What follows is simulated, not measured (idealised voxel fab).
process module | voxel air gaps
cross-section cut | 285 nm wide | cells 5 nm
A cross-section is a grid of square cells, given in bands from the top down. A band is one or more rows of cells.
Each band's line starts with the height of the band's top and of its bottom, in nm. Then come its materials from left to right, each with its width in nm. One material with "throughout" fills the band from edge to edge. "air" is empty space.
Height 0 is the level under which the wafer as received is all one material. The lowest band goes on downwards, as in "0 down".
A width such as "30 to 40" changes by the same amount from each row of cells to the next, from the band's top row to its bottom row.
"no change" after a step means that no cell of the cross-section changed.
closed voids: empty space of 8 cells or more with no open way to the top, each as width x height at its distance from the left edge, in nm
after a step's settings: what the simulator itself notes on the step
overlay nm, on a step with a mask: how far to the right of its planned place the mask lay; to the left if negative
plan
1 op RECEIVE | material Si
2 op CONFORMAL_DEP | material SiO2 | thk nm 10
3 op CONFORMAL_DEP | material SiCN | thk nm 5
4 op DIRECTIONAL_DEP | material SiO2 | thk nm 40
5 op MASKED_ETCH | tone open | mask id LINES | width nm 15 | pitch nm 50 | etch materials SiO2 | depth nm 40 | overlay nm 0
6 op CONFORMAL_DEP | material TiN | thk nm 5
7 op FILL_DEP | material W | thk nm 10
8 op CMP | height nm 55
9 op EPI | material Ru | thk nm 10
10 op SELECTIVE_ETCH | etch materials SiO2 | depth nm 50
11 op CONFORMAL_DEP | material SiCN | thk nm 5
varied across the wafers: width nm of step 5. The plan shows the first wafer's value. All wafers start alike
first wafer as received, after step 1
  0 down: Si throughout
  closed voids: none
each wafer at the end: cells of each material gained (+) or lost (-) since it was received, then its closed voids
width nm 15 | +42 Ru | +198 SiCN | +114 SiO2 | +51 TiN | +21 W | closed voids: none
width nm 20 | +48 Ru | +198 SiCN | +114 SiO2 | +54 TiN | +42 W | closed voids: 20 x 30 at 110; 20 x 30 at 160
width nm 25 | +54 Ru | +190 SiCN | +114 SiO2 | +57 TiN | +63 W | closed voids: 15 x 30 at 110; 15 x 30 at 160
width nm 30 | +60 Ru | +142 SiCN | +178 SiO2 | +60 TiN | +84 W | closed voids: none
width nm 35 | +62 Ru | +142 SiCN | +162 SiO2 | +63 TiN | +105 W | closed voids: none
